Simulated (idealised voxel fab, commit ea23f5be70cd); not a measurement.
process module | voxel self aligned contacts
cross-section cut | 270 nm wide | cells 5 nm
A cross-section is a grid of square cells, given in bands from the top down. A band is one or more rows of cells.
Each band's line starts with the height of the band's top and of its bottom, in nm. Then come its materials from left to right, each with its width in nm. One material with "throughout" fills the band from edge to edge. "air" is empty space.
Height 0 is the level under which the wafer as received is all one material. The lowest band goes on downwards, as in "0 down".
A width such as "30 to 40" changes by the same amount from each row of cells to the next, from the band's top row to its bottom row.
"no change" after a step means that no cell of the cross-section changed.
closed voids: empty space of 8 cells or more with no open way to the top, each as width x height at its distance from the left edge, in nm
after a step's settings: what the simulator itself notes on the step
overlay nm, on a step with a mask: how far to the right of its planned place the mask lay; to the left if negative
plan
1 op RECEIVE | material Si
2 op CONFORMAL_DEP | material SiO2 | thk nm 5
3 op DIRECTIONAL_DEP | material polySi | thk nm 20
4 op DIRECTIONAL_DEP | material SiN | thk nm 20
5 op DIRECTIONAL_DEP | material aC | thk nm 15
6 op PATTERN | tone cover | mask id GATE | material resist | width nm 25 | pitch nm 65 | thk nm 30 | overlay nm 0
7 op DIRECTIONAL_ETCH | etch materials aC | depth nm 15
8 op STRIP | etch materials resist
9 op DIRECTIONAL_ETCH | etch materials SiN | depth nm 20
10 op DIRECTIONAL_ETCH | etch materials polySi | depth nm 20
11 op STRIP | etch materials aC
12 op CONFORMAL_DEP | material SiN | thk nm 10
13 op DIRECTIONAL_ETCH | etch materials SiN | depth nm 10
14 op FILL_DEP | material SiO2 | thk nm 15
15 op CMP | height nm 55
16 op MASKED_ETCH | tone open | mask id CONTACT | width nm 50 | pitch nm 65 | etch materials SiO2 | depth nm 55 | overlay nm 0
17 op CONFORMAL_DEP | material TiN | thk nm 5
18 op FILL_DEP | material W | thk nm 5
19 op CMP | height nm 55
20 op CONFORMAL_DEP | material SiCN | thk nm 5
as received, after step 1
  0 down: Si throughout
  closed voids: none
a wafer at the end: this start, this plan, one mistake
  60 to 55: SiCN throughout
  55 to 50: SiO2 45 | SiN 45 | TiN 5 | W 10 | TiN 5 | SiN 45 | TiN 5 | W 10 | TiN 5 | SiN 45 | SiO2 50
  50 to 45: SiO2 45 | SiN 45 | TiN 20 | SiN 45 | TiN 20 | SiN 45 | SiO2 50
  45 to 25: SiN throughout
  25 to 5: polySi throughout
  5 to 0: SiO2 throughout
  0 down: Si throughout
  closed voids: none
what went wrong: step 4 was run twice
